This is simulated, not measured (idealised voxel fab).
Proc. module: voxel spacer lines
Square cells of 5 nm make up the cross-section cut, whose width is 225 nm.
A cross-section is written here as square cells arranged in a grid, and it is given in bands from the top down, each band taking up one or more rows of cells. The entry gives the band's vertical extent as a top height and a bottom height in nm, then its horizontal make-up as materials from left to right, each with a width in nm. "air" stands for empty space; a single material marked "throughout" fills the band edge to edge. All heights in this document are referenced to 0, defined as the level beneath which the wafer, as received, consists entirely of one material. The lowest band is not bounded below; it extends indefinitely downward and is written in the form "0 and below". Width "30..40": first value at the band's top row of cells, second value at its bottom row, equal change from row to row. Basically "nothing different" means that step didn't change any cell in the cross-section. "Enclosed void catalog" contains a list of empty spaces, each no smaller than 8 cells and without an open way to the top, written in the form width x height at distance with the distance from the left edge and all three in nm. On a step's line, text after the settings is the simulator commenting on that step. On any step carrying a mask, the "overlay nm" setting, if present on the step's line, tells how far right of its planned place the mask lay; negative values point to the left.
[The planned process steps are enumerated hereunder]
step 1: RECEIVE | material Si
step 2: CONFORMAL_DEP | material Al2O3 | thk nm 5
step 3: DIRECTIONAL_DEP | material SiN | thk nm 10
step 4: DIRECTIONAL_DEP | material polySi | thk nm 25
step 5: PATTERN | tone cover | mask id MANDREL | material resist | width nm 25 | pitch nm 80 | thk nm 30 | overlay nm 0
step 6: DIRECTIONAL_ETCH | etch materials polySi | depth nm 25
step 7: STRIP | etch materials resist
step 8: CONFORMAL_DEP | material SiO2 | thk nm 15
step 9: DIRECTIONAL_ETCH | etch materials SiO2 | depth nm 15
step 10: STRIP | etch materials polySi
step 11: DIRECTIONAL_ETCH | etch materials SiN | depth nm 10
step 12: STRIP | etch materials SiO2
step 13: FILL_DEP | material SiO2 | thk nm 5
step 14: CMP | height nm 15
[Here's what the wafer looked like in cross-section when it arrived - that's after step 1]
- 0 and below | Si throughout
- Enclosed void catalog: none
[One mistake in running the module, otherwise start and plan as above: cross-section at the end]
- 15 down to 10 | SiO2 throughout
- 10 down to 0 | SiO2: 45, then SiN: 15, then SiO2: 25, then SiN: 15, then SiO2: 25, then SiN: 15, then SiO2: 25, then SiN: 15, then SiO2: 45
- 0 and below | Si throughout
- Enclosed void catalog: none
Want to know what went wrong? execution of step 2 of the plan did not take place, the step having been omitted
